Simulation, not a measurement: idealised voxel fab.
The name of this process module is voxel wiring stack.
Xsec cut, 150 nm wide, square cell size 5 nm.
The cross-sections in this document take the form of a grid made of square cells. They are written out as bands, in order from top to bottom. Each band consists of one or more rows of cells. Per band: top height and bottom height in nm, followed by the left-to-right materials and their widths in nm; "throughout" marks a single material spanning edge to edge, "blank" marks empty space. For the purposes of this specification, 0 denotes the height below which the wafer in its as-received condition is composed wholly of one material, and the lowermost band, lacking a lower limit, extends downward without end, as expressed in "from 0 down". The width entry "30 to 40" should be interpreted row by row: the top row of cells in the band takes the first number, the bottom row takes the second number, and the change between adjacent rows is uniform throughout. Where a step carries "stayed the same", the cross-section came out of it unchanged, cell for cell. In "Closed-off voids" the enclosed voids are listed, meaning empty spaces of 8 cells or larger without any opening to the top. The form is width x height at distance, distance from the left edge, units nm. The remark found on a step's line after its settings is issued by the simulator itself and pertains to that step. The optional step-line setting "overlay nm" applies to steps with a mask and quantifies how far to the right of its planned location the mask lay, a negative value indicating leftward placement.
Plan
step 1: RECEIVE with material Si
step 2: CONFORMAL_DEP with material SiO2, thk nm 15
step 3: DIRECTIONAL_DEP with material TiN, thk nm 5
step 4: DIRECTIONAL_DEP with material Ru, thk nm 15
step 5: MASKED_ETCH with tone cover, mask id METAL_1, width nm 25, pitch nm 45, etch materials Ru, depth nm 15, overlay nm 0
step 6: MASKED_ETCH with tone cover, mask id METAL_1, width nm 25, pitch nm 45, etch materials TiN, depth nm 5, overlay nm 0
step 7: CONFORMAL_DEP with material SiN, thk nm 5
step 8: FILL_DEP with material lowk, thk nm 5
step 9: CMP with height nm 35
step 10: CONFORMAL_DEP with material SiCN, thk nm 5
step 11: DIRECTIONAL_DEP with material SiO2, thk nm 15
step 12: MASKED_ETCH with tone open, mask id PLUG_1, width nm 15, pitch nm 90, etch materials SiO2, depth nm 15, overlay nm 0
step 13: MASKED_ETCH with tone open, mask id PLUG_1, width nm 15, pitch nm 90, etch materials SiCN, depth nm 5, overlay nm 0
step 14: CONFORMAL_DEP with material TiN, thk nm 5
step 15: FILL_DEP with material Cu, thk nm 10
step 16: CMP with height nm 55
step 17: CONFORMAL_DEP with material SiCN, thk nm 5
step 18: DIRECTIONAL_DEP with material lowk, thk nm 15
step 19: DIRECTIONAL_DEP with material aC, thk nm 15
step 20: PATTERN with tone open, mask id METAL_2, material resist, width nm 25, pitch nm 45, thk nm 30, overlay nm 0
step 21: DIRECTIONAL_ETCH with etch materials aC, depth nm 15
step 22: STRIP with etch materials resist
step 23: DIRECTIONAL_ETCH with etch materials lowk, depth nm 15
step 24: DIRECTIONAL_ETCH with etch materials SiCN, depth nm 5
step 25: STRIP with etch materials aC
step 26: CONFORMAL_DEP with material TiN, thk nm 5
step 27: FILL_DEP with material Ru, thk nm 10
step 28: CMP with height nm 75
step 29: CONFORMAL_DEP with material SiCN, thk nm 5
step 30: DIRECTIONAL_DEP with material SiO2, thk nm 35
step 31: MASKED_ETCH with tone open, mask id METAL_3_HOLES, width nm 15, pitch nm 45, etch materials SiO2, depth nm 35, overlay nm 0
step 32: PATTERN with tone open, mask id METAL_3, material resist, width nm 25, pitch nm 45, thk nm 15, overlay nm 0
step 33: DIRECTIONAL_ETCH with etch materials SiO2, depth nm 20
step 34: DIRECTIONAL_ETCH with etch materials SiCN, depth nm 5
step 35: STRIP with etch materials resist
step 36: CONFORMAL_DEP with material TiN, thk nm 5
step 37: FILL_DEP with material Cu, thk nm 5
step 38: CMP with height nm 115
step 39: CONFORMAL_DEP with material SiN, thk nm 5
As received (post step 1): cross-section
* from 0 down  Si throughout
* Closed-off voids: none
Run as planned - first of the two wafers cross-sectioned at the end of the module
* from 120 to 115  SiN throughout
* from 115 to 100  SiO2 15 nm | TiN 5 nm | Cu 15 nm | TiN 5 nm | SiO2 20 nm | TiN 5 nm | Cu 15 nm | TiN 5 nm | SiO2 20 nm | TiN 5 nm | Cu 15 nm | TiN 5 nm | SiO2 20 nm
* from 100 to 95  SiO2 15 nm | TiN 5 nm | Cu 5 nm | TiN 15 nm | SiO2 20 nm | TiN 5 nm | Cu 5 nm | TiN 15 nm | SiO2 20 nm | TiN 5 nm | Cu 5 nm | TiN 15 nm | SiO2 20 nm
* from 95 to 80  SiO2 15 nm | TiN 5 nm | Cu 5 nm | TiN 5 nm | SiO2 30 nm | TiN 5 nm | Cu 5 nm | TiN 5 nm | SiO2 30 nm | TiN 5 nm | Cu 5 nm | TiN 5 nm | SiO2 30 nm
* from 80 to 75  SiCN 15 nm | TiN 15 nm | SiCN 30 nm | TiN 15 nm | SiCN 30 nm | TiN 15 nm | SiCN 30 nm
* from 75 to 60  lowk 15 nm | TiN 5 nm | Ru 15 nm | TiN 5 nm | lowk 20 nm | TiN 5 nm | Ru 15 nm | TiN 5 nm | lowk 20 nm | TiN 5 nm | Ru 15 nm | TiN 5 nm | lowk 20 nm
* from 60 to 55  SiCN 15 nm | TiN 25 nm | SiCN 20 nm | TiN 25 nm | SiCN 20 nm | TiN 25 nm | SiCN 20 nm
* from 55 to 40  SiO2 15 nm | TiN 5 nm | Cu 5 nm | TiN 5 nm | SiO2 75 nm | TiN 5 nm | Cu 5 nm | TiN 5 nm | SiO2 30 nm
* from 40 to 35  SiCN 15 nm | TiN 15 nm | SiCN 75 nm | TiN 15 nm | SiCN 30 nm
* from 35 to 20  lowk 10 nm | SiN 5 nm | Ru 25 nm | SiN 5 nm | lowk 10 nm | SiN 5 nm | Ru 25 nm | SiN 5 nm | lowk 10 nm | SiN 5 nm | Ru 25 nm | SiN 5 nm | lowk 15 nm
* from 20 to 15  SiN 15 nm | TiN 25 nm | SiN 20 nm | TiN 25 nm | SiN 20 nm | TiN 25 nm | SiN 20 nm
* from 15 to 0  SiO2 throughout
* from 0 down  Si throughout
* Closed-off voids: none
Cross-sectional view: second of two wafers, end of module; start and plan identical to the first, one mistake in running
* from 120 to 115  SiN throughout
* from 115 to 100  SiO2 15 nm | TiN 5 nm | Cu 15 nm | TiN 5 nm | SiO2 20 nm | TiN 5 nm | Cu 15 nm | TiN 5 nm | SiO2 20 nm | TiN 5 nm | Cu 15 nm | TiN 5 nm | SiO2 20 nm
* from 100 to 95  SiO2 15 nm | TiN 5 nm | Cu 5 nm | TiN 15 nm | SiO2 20 nm | TiN 5 nm | Cu 5 nm | TiN 15 nm | SiO2 20 nm | TiN 5 nm | Cu 5 nm | TiN 15 nm | SiO2 20 nm
* from 95 to 80  SiO2 15 nm | TiN 5 nm | Cu 5 nm | TiN 5 nm | SiO2 30 nm | TiN 5 nm | Cu 5 nm | TiN 5 nm | SiO2 30 nm | TiN 5 nm | Cu 5 nm | TiN 5 nm | SiO2 30 nm
* from 80 to 70  SiCN 15 nm | TiN 15 to 25 nm | SiCN 30 to 20 nm | TiN 15 to 25 nm | SiCN 30 to 20 nm | TiN 15 to 25 nm | SiCN 30 to 20 nm
* from 70 to 60  Cu throughout
* from 60 to 55  TiN 20 nm | Cu 5 nm | TiN 85 nm | Cu 5 nm | TiN 35 nm
* from 55 to 40  SiO2 15 nm | TiN 5 nm | Cu 5 nm | TiN 5 nm | SiO2 75 nm | TiN 5 nm | Cu 5 nm | TiN 5 nm | SiO2 30 nm
* from 40 to 35  SiCN 15 nm | TiN 15 nm | SiCN 75 nm | TiN 15 nm | SiCN 30 nm
* from 35 to 20  lowk 10 nm | SiN 5 nm | Ru 25 nm | SiN 5 nm | lowk 10 nm | SiN 5 nm | Ru 25 nm | SiN 5 nm | lowk 10 nm | SiN 5 nm | Ru 25 nm | SiN 5 nm | lowk 15 nm
* from 20 to 15  SiN 15 nm | TiN 25 nm | SiN 20 nm | TiN 25 nm | SiN 20 nm | TiN 25 nm | SiN 20 nm
* from 15 to 0  SiO2 throughout
* from 0 down  Si throughout
* Closed-off voids: none
what went wrong: no execution of plan step 16; skipped
Count the cells at the end and the second wafer has more or fewer of some materials than the first: Cu: 62 more; Ru: 27 fewer; TiN: 10 more; lowk: 45 fewer
